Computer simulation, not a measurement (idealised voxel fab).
process module | voxel air gaps
cross-section cut | 170 nm wide | cells 5 nm
A cross-section is a grid of square cells, given in bands from the top down. A band is one or more rows of cells.
Each band's line starts with the height of the band's top and of its bottom, in nm. Then come its materials from left to right, each with its width in nm. One material with "throughout" fills the band from edge to edge. "air" is empty space.
Height 0 is the level under which the wafer as received is all one material. The lowest band goes on downwards, as in "0 down".
A width such as "30 to 40" changes by the same amount from each row of cells to the next, from the band's top row to its bottom row.
"no change" after a step means that no cell of the cross-section changed.
closed voids: empty space of 8 cells or more with no open way to the top, each as width x height at its distance from the left edge, in nm
after a step's settings: what the simulator itself notes on the step
overlay nm, on a step with a mask: how far to the right of its planned place the mask lay; to the left if negative
plan
1 op RECEIVE | material Si
2 op CONFORMAL_DEP | material SiO2 | thk nm 15
3 op CONFORMAL_DEP | material SiCN | thk nm 5
4 op DIRECTIONAL_DEP | material lowk | thk nm 35
5 op MASKED_ETCH | tone open | mask id LINES | width nm 15 | pitch nm 50 | etch materials lowk | depth nm 35 | overlay nm 0
6 op CONFORMAL_DEP | material TiN | thk nm 5
7 op FILL_DEP | material Ru | thk nm 5
8 op CMP | height nm 55
9 op EPI | material Ru | thk nm 10
10 op SELECTIVE_ETCH | etch materials lowk | depth nm 45
11 op CONFORMAL_DEP | material SiCN | thk nm 5
varied across the wafers: width nm of step 5. The plan shows the first wafer's value. All wafers start alike
first wafer as received, after step 1
  0 down: Si throughout
  closed voids: none
first wafer at the end, after step 11
  70 to 65: air 15 | SiCN 45 | air 5 | SiCN 45 | air 5 | SiCN 45 | air 10
  65 to 55: air 15 | SiCN 5 | Ru 35 | SiCN 5 | air 5 | SiCN 5 | Ru 35 | SiCN 5 | air 5 | SiCN 5 | Ru 35 | SiCN 5 | air 10
  55 to 50: air 15 | SiCN 15 | TiN 5 | Ru 5 | TiN 5 | SiCN 15 | air 5 | SiCN 15 | TiN 5 | Ru 5 | TiN 5 | SiCN 15 | air 5 | SiCN 15 | TiN 5 | Ru 5 | TiN 5 | SiCN 15 | air 10
  50 to 25: air 25 | SiCN 5 | TiN 5 | Ru 5 | TiN 5 | SiCN 5 | air 25 | SiCN 5 | TiN 5 | Ru 5 | TiN 5 | SiCN 5 | air 25 | SiCN 5 | TiN 5 | Ru 5 | TiN 5 | SiCN 5 | air 20
  25 to 20: SiCN 30 | TiN 15 | SiCN 35 | TiN 15 | SiCN 35 | TiN 15 | SiCN 25
  20 to 15: SiCN throughout
  15 to 0: SiO2 throughout
  0 down: Si throughout
  closed voids: none
last wafer at the end
  70 to 65: air 5 | SiCN 165
  65 to 55: air 5 | SiCN 5 | Ru 155 | SiCN 5
  55 to 50: air 5 | SiCN 15 | TiN 5 | Ru 25 | TiN 5 | lowk 15 | TiN 5 | Ru 25 | TiN 5 | lowk 15 | TiN 5 | Ru 25 | TiN 5 | SiCN 15
  50 to 25: air 15 | SiCN 5 | TiN 5 | Ru 25 | TiN 5 | lowk 15 | TiN 5 | Ru 25 | TiN 5 | lowk 15 | TiN 5 | Ru 25 | TiN 5 | SiCN 5 | air 10
  25 to 20: SiCN 20 | TiN 35 | lowk 15 | TiN 35 | lowk 15 | TiN 35 | SiCN 15
  20 to 15: SiCN throughout
  15 to 0: SiO2 throughout
  0 down: Si throughout
  closed voids: 10 x 25 at 160
each wafer at the end: cells of each material gained (+) or lost (-) since it was received, then its closed voids
width nm 15 | +60 Ru | +146 SiCN | +102 SiO2 | +45 TiN | closed voids: none
width nm 20 | +84 Ru | +146 SiCN | +102 SiO2 | +48 TiN | closed voids: 20 x 25 at 50; 20 x 25 at 100
width nm 25 | +108 Ru | +138 SiCN | +102 SiO2 | +51 TiN | closed voids: 15 x 25 at 55; 15 x 25 at 105
width nm 30 | +132 Ru | +94 SiCN | +102 SiO2 | +54 TiN | +56 lowk | closed voids: none
width nm 35 | +152 Ru | +94 SiCN | +102 SiO2 | +57 TiN | +42 lowk | closed voids: 10 x 25 at 160
